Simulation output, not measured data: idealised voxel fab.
Process module heading - voxel local oxidation
270 nm wide, 5 nm square cells: that's cross-section cut.
Cross-section layout: square cells on a grid; listed as bands, top to bottom; a band spans one or more cell rows.
For a band, the entry starts with two heights in nm, that of the top and then that of the bottom, and carries on with the band's materials in order from left to right, each alongside its width in nm; the word "edge to edge" beside a single material means it fills the band edge to edge, and "empty" means empty space.
Heads up on the height convention: 0 is the point under which the incoming wafer is all one material, and the lowest band has no bottom, it just keeps going down, like "z 0 and below".
Graded width ("30 to 40"): value in top row of band = first number; value in bottom row = second number; row-to-row change constant.
It should be understood that the words "identical to before", when stated for a given step, signify that the cross-section underwent no change in any of its cells during that step.
Empty spaces without an open route to the top, at least 8 cells in extent, make up the entry "Sealed voids"; each is given as width x height at distance, where the distance is measured from the left edge, and all are in nm.
Formally, on a step line, whatever follows the settings is a remark that the simulator itself makes on the step.
When a step includes a mask, the "overlay nm" setting on its line states how far to the right of its planned place that mask lay, and negative values state how far to the left.
Each pair below shows a cross-section before one step and the cross-section after it, down to the lowest band that changed. The line under each pair gives the step between them, with its settings. The pairs can come from different runs of this module on the same starting wafer, so a pair continues from the pair above only where its "Before step" says so.
Before step
  z 0 and below = Si edge to edge
  Sealed voids: none
Post-Process View
  z 0 to -5 = SiO2 edge to edge
  At heights below -5, the structure remains unaltered.
  Sealed voids: none
The two cross-sections above bracket this step: OXIDIZE with depth nm 5
Before step: the state before this step is the cross-section shown after the step in the pair just above.
Post-Process View
  z 10 to 0 = SiN edge to edge
  At heights below 0, the structure remains unaltered.
  Sealed voids: none
The two cross-sections above bracket this step: CONFORMAL_DEP with material SiN, thk nm 10
Before step: the state before this step is the cross-section shown after the step in the pair just above.
Post-Process View
  z 10 to 0 = empty: 85, SiN: 100, empty: 85
  At heights below 0, the structure remains unaltered.
  Sealed voids: none
The two cross-sections above bracket this step: MASKED_ETCH with tone cover, mask id ACTIVE, width nm 100, etch materials SiN, depth nm 10, overlay nm 0
Before step: the state before this step is the cross-section shown after the step in the pair just above.
Post-Process View
  z 10 to 0 = empty: 85, SiN: 100, empty: 85
  z 0 to -5 = empty: 90, SiO2: 90, empty: 90
  At heights below -5, the structure remains unaltered.
  Sealed voids: none
The two cross-sections above bracket this step: SELECTIVE_ETCH with etch materials SiO2, depth nm 5
Before step: the state before this step is the cross-section shown after the step in the pair just above.
Post-Process View
  z 10 to 0 = empty: 85, SiN: 100, empty: 85
  z 0 to -5 = empty: 90, SiO2: 90, empty: 90
  z -5 to -20 = SiO2: 105, Si: 60, SiO2: 105
  At heights below -20, the structure remains unaltered.
  Sealed voids: none
The two cross-sections above bracket this step: OXIDIZE with depth nm 15
Before step: the state before this step is the cross-section shown after the step in the pair just above.
Post-Process View
  z 0 to -5 = empty: 90, SiO2: 90, empty: 90
  At heights below -5, the structure remains unaltered.
  Sealed voids: none
The two cross-sections above bracket this step: STRIP with etch materials SiN
Before step
  z 0 to -5 = SiO2 edge to edge
  z -5 and below = Si edge to edge
  Sealed voids: none
Post-Process View
  z -5 and below = Si edge to edge
  Sealed voids: none
The two cross-sections above bracket this step: SELECTIVE_ETCH with etch materials SiO2, depth nm 5
Before step: the state before this step is the cross-section shown after the step in the pair just above.
Post-Process View
  z -5 to -20 = SiO2 edge to edge
  At heights below -20, the structure remains unaltered.
  Sealed voids: none
The two cross-sections above bracket this step: OXIDIZE with depth nm 15
Before step
  z 10 to 0 = empty: 85, SiN: 100, empty: 85
  z 0 to -5 = empty: 90, SiO2: 90, empty: 90
  z -5 and below = Si edge to edge
  Sealed voids: none
Post-Process View
  z 0 to -5 = empty: 90, SiO2: 90, empty: 90
  At heights below -5, the structure remains unaltered.
  Sealed voids: none
The two cross-sections above bracket this step: STRIP with etch materials SiN
Before step: the state before this step is the cross-section shown after the step in the pair just above.
Post-Process View
  z 0 to -5 = empty: 90, SiO2: 90, empty: 90
  z -5 to -20 = SiO2: 105, Si: 60, SiO2: 105
  At heights below -20, the structure remains unaltered.
  Sealed voids: none
The two cross-sections above bracket this step: OXIDIZE with depth nm 15
Before step
  z 10 to 0 = empty: 85, SiN: 100, empty: 85
  z 0 to -5 = SiO2 edge to edge
  z -5 and below = Si edge to edge
  Sealed voids: none
Post-Process View
  z 10 to 0 = empty: 85, SiN: 100, empty: 85
  z 0 to -5 = empty: 100, SiO2: 70, empty: 100
  At heights below -5, the structure remains unaltered.
  Sealed voids: none
The two cross-sections above bracket this step: SELECTIVE_ETCH with etch materials SiO2, depth nm 15
Before step: the state before this step is the cross-section shown after the step in the pair just above.
Post-Process View
  z 10 to 0 = empty: 85, SiN: 100, empty: 85
  z 0 to -5 = empty: 100, SiO2: 70, empty: 100
  z -5 to -20 = SiO2: 115, Si: 40, SiO2: 115
  At heights below -20, the structure remains unaltered.
  Sealed voids: none
The two cross-sections above bracket this step: OXIDIZE with depth nm 15
Before step: the state before this step is the cross-section shown after the step in the pair just above.
Post-Process View
  z 0 to -5 = empty: 100, SiO2: 70, empty: 100
  At heights below -5, the structure remains unaltered.
  Sealed voids: none
The two cross-sections above bracket this step: STRIP with etch materials SiN
Before step
  z 10 to 0 = SiN edge to edge
  z 0 to -5 = SiO2 edge to edge
  z -5 and below = Si edge to edge
  Sealed voids: none
Post-Process View
  z 10 to 0 = empty: 80, SiN: 110, empty: 80
  At heights below 0, the structure remains unaltered.
  Sealed voids: none
The two cross-sections above bracket this step: MASKED_ETCH with tone cover, mask id ACTIVE, width nm 110, etch materials SiN, depth nm 10, overlay nm 0
Before step: the state before this step is the cross-section shown after the step in the pair just above.
Post-Process View
  z 10 to 0 = empty: 80, SiN: 110, empty: 80
  z 0 to -5 = empty: 85, SiO2: 100, empty: 85
  At heights below -5, the structure remains unaltered.
  Sealed voids: none
The two cross-sections above bracket this step: SELECTIVE_ETCH with etch materials SiO2, depth nm 5
Before step: the state before this step is the cross-section shown after the step in the pair just above.
Post-Process View
  z 10 to 0 = empty: 80, SiN: 110, empty: 80
  z 0 to -5 = empty: 85, SiO2: 100, empty: 85
  z -5 to -20 = SiO2: 100, Si: 70, SiO2: 100
  At heights below -20, the structure remains unaltered.
  Sealed voids: none
The two cross-sections above bracket this step: OXIDIZE with depth nm 15
Before step: the state before this step is the cross-section shown after the step in the pair just above.
Post-Process View
  z 0 to -5 = empty: 85, SiO2: 100, empty: 85
  At heights below -5, the structure remains unaltered.
  Sealed voids: none
The two cross-sections above bracket this step: STRIP with etch materials SiN
Before step
  z 10 to 0 = SiN edge to edge
  z 0 to -5 = SiO2 edge to edge
  z -5 and below = Si edge to edge
  Sealed voids: none
Post-Process View
  z 10 to 0 = empty: 90, SiN: 100, empty: 80
  At heights below 0, the structure remains unaltered.
  Sealed voids: none
The two cross-sections above bracket this step: MASKED_ETCH with tone cover, mask id ACTIVE, width nm 100, etch materials SiN, depth nm 10, overlay nm 5
Before step: the state before this step is the cross-section shown after the step in the pair just above.
Post-Process View
  z 10 to 0 = empty: 90, SiN: 100, empty: 80
  z 0 to -5 = empty: 95, SiO2: 90, empty: 85
  At heights below -5, the structure remains unaltered.
  Sealed voids: none
The two cross-sections above bracket this step: SELECTIVE_ETCH with etch materials SiO2, depth nm 5
Before step: the state before this step is the cross-section shown after the step in the pair just above.
Post-Process View
  z 10 to 0 = empty: 90, SiN: 100, empty: 80
  z 0 to -5 = empty: 95, SiO2: 90, empty: 85
  z -5 to -20 = SiO2: 110, Si: 60, SiO2: 100
  At heights below -20, the structure remains unaltered.
  Sealed voids: none
The two cross-sections above bracket this step: OXIDIZE with depth nm 15
Before step: the state before this step is the cross-section shown after the step in the pair just above.
Post-Process View
  z 0 to -5 = empty: 95, SiO2: 90, empty: 85
  At heights below -5, the structure remains unaltered.
  Sealed voids: none
The two cross-sections above bracket this step: STRIP with etch materials SiN
Before step
  z 10 to 0 = empty: 85, SiN: 100, empty: 85
  z 0 to -5 = empty: 90, SiO2: 90, empty: 90
  z -5 to -20 = SiO2: 105, Si: 60, SiO2: 105
  z -20 and below = Si edge to edge
  Sealed voids: none
Post-Process View
  z -5 to -20 = empty: 105, Si: 60, empty: 105
  At heights below -20, the structure remains unaltered.
  Sealed voids: none
The two cross-sections above bracket this step: STRIP with etch materials SiO2
Before step
  z 10 to 0 = SiN edge to edge
  z 0 to -5 = SiO2 edge to edge
  z -5 and below = Si edge to edge
  Sealed voids: none
Post-Process View
  z 10 to 0 = SiN: 85, empty: 100, SiN: 85
  At heights below 0, the structure remains unaltered.
  Sealed voids: none
The two cross-sections above bracket this step: MASKED_ETCH with tone open, mask id ACTIVE, width nm 100, etch materials SiN, depth nm 10, overlay nm 0
Before step: the state before this step is the cross-section shown after the step in the pair just above.
Post-Process View
  z 10 to 0 = SiN: 85, empty: 100, SiN: 85
  z 0 to -5 = SiO2: 80, empty: 110, SiO2: 80
  At heights below -5, the structure remains unaltered.
  Sealed voids: none
The two cross-sections above bracket this step: SELECTIVE_ETCH with etch materials SiO2, depth nm 5
Before step: the state before this step is the cross-section shown after the step in the pair just above.
Post-Process View
  z 10 to 0 = SiN: 85, empty: 100, SiN: 85
  z 0 to -5 = SiO2: 80, empty: 110, SiO2: 80
  z -5 to -20 = Si: 65, SiO2: 140, Si: 65
  At heights below -20, the structure remains unaltered.
  Sealed voids: none
The two cross-sections above bracket this step: OXIDIZE with depth nm 15
Before step: the state before this step is the cross-section shown after the step in the pair just above.
Post-Process View
  z 0 to -5 = SiO2: 80, empty: 110, SiO2: 80
  At heights below -5, the structure remains unaltered.
  Sealed voids: none
The two cross-sections above bracket this step: STRIP with etch materials SiN
